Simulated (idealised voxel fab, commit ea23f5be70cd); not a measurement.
Process module, titled voxel fin reveal
Section shown: cut. Width: 270 nm. Cell size: 5 nm, square.
Think of the cross-section as a grid of square cells. We describe it in bands, top to bottom, and each band covers one or more rows of those cells. For a band, the entry starts with two heights in nm, that of the top and then that of the bottom, and carries on with the band's materials in order from left to right, each alongside its width in nm; the word "throughout" beside a single material means it fills the band edge to edge, and "air" means empty space. We count height from 0. Below that, the starting wafer is all one material. The lowest band never ends at the bottom but goes on down; see "0 -> down" for how that is written. Read "30->40" as a graded width: first number on top, second number at the bottom, same change between each pair of neighbouring rows. Key: "all unchanged" - step with no changed cell in the cross-section. The entry titled "Closed void entries" provides the empty spaces that have no open way to the top, restricted to those of 8 cells or more. Each is presented as width x height at distance, the distance being measured from the left edge, with all three in nm. Heads up: the bit after the settings on a step's line is the simulator's remark on that step. The line of a step may include "overlay nm". On a step with a mask, this value is how far to the right of its planned place the mask lay. A negative value means the mask lay to the left.
# The following list gives the planned process steps
- 1: RECEIVE with material Si
- 2: CONFORMAL_DEP with material SiN, thk nm 10
- 3: PATTERN with tone cover, mask id FINS, material resist, width nm 15, pitch nm 45, thk nm 20, overlay nm 0
- 4: DIRECTIONAL_ETCH with etch materials SiN, depth nm 10
- 5: DIRECTIONAL_ETCH with etch materials Si, depth nm 40
- 6: STRIP with etch materials resist
- 7: OXIDIZE with depth nm 5
- 8: FILL_DEP with material SiO2, thk nm 15
- 9: CMP with height nm 10
- 10: SELECTIVE_ETCH with etch materials SiO2, depth nm 40
- 11: STRIP with etch materials SiN
- 12: CONFORMAL_DEP with material SiO2, thk nm 5
# So this is the incoming wafer in cross-section - it's already been through step 1
* 0 -> down | Si throughout
* Closed void entries: none
# Same starting wafer, same plan as above, one mistake in the execution; this is the cross-section at the end of the module
* 5 -> 0 | air=105, SiO2=15, air=30, SiO2=15, air=105
* 0 -> -10 | air=105, SiO2=5, Si=5, SiO2=5, air=30, SiO2=5, Si=5, SiO2=5, air=105
* -10 -> -45 | SiO2=110, Si=5, SiO2=40, Si=5, SiO2=110
* -45 -> down | Si throughout
* Closed void entries: none
Which mistake was made when the wafer was run? skipped: plan step 9 (never run)
